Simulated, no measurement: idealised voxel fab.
process module | voxel double patterning
cross-section cut | 210 nm wide | cells 5 nm
A cross-section is a grid of square cells, given in bands from the top down. A band is one or more rows of cells.
Each band's line starts with the height of the band's top and of its bottom, in nm. Then come its materials from left to right, each with its width in nm. One material with "throughout" fills the band from edge to edge. "air" is empty space.
Height 0 is the level under which the wafer as received is all one material. The lowest band goes on downwards, as in "0 down".
A width such as "30 to 40" changes by the same amount from each row of cells to the next, from the band's top row to its bottom row.
"no change" after a step means that no cell of the cross-section changed.
closed voids: empty space of 8 cells or more with no open way to the top, each as width x height at its distance from the left edge, in nm
after a step's settings: what the simulator itself notes on the step
overlay nm, on a step with a mask: how far to the right of its planned place the mask lay; to the left if negative
plan
1 op RECEIVE | material Si
2 op CONFORMAL_DEP | material SiO2 | thk nm 5
3 op DIRECTIONAL_DEP | material polySi | thk nm 15
4 op DIRECTIONAL_DEP | material SiCN | thk nm 5
5 op PATTERN | tone open | mask id FIRST | material resist | width nm 15 | pitch nm 50 | thk nm 15 | overlay nm 0
6 op DIRECTIONAL_ETCH | etch materials SiCN | depth nm 5
7 op STRIP | etch materials resist
8 op PATTERN | tone open | mask id SECOND | material resist | width nm 15 | pitch nm 50 | thk nm 20 | overlay nm 0
9 op DIRECTIONAL_ETCH | etch materials SiCN | depth nm 5
10 op STRIP | etch materials resist
11 op DIRECTIONAL_ETCH | etch materials polySi | depth nm 15
12 op STRIP | etch materials SiCN
as received, after step 1
  0 down: Si throughout
  closed voids: none
first wafer at the end, as planned
  20 to 5: polySi 45 | air 15 | polySi 10 | air 15 | polySi 10 | air 15 | polySi 10 | air 15 | polySi 10 | air 15 | polySi 50
  5 to 0: SiO2 throughout
  0 down: Si throughout
  closed voids: none
second wafer at the end: like start, like plan, one mistake
  30 to 15: polySi 45 | air 15 | polySi 10 | air 15 | polySi 10 | air 15 | polySi 10 | air 15 | polySi 10 | air 15 | polySi 50
  15 to 5: polySi throughout
  5 to 0: SiO2 throughout
  0 down: Si throughout
  closed voids: none
what went wrong: step 3 ran as: op DIRECTIONAL_DEP | material polySi | thk nm 25
at the end the second wafer has, in cells: 84 more of polySi
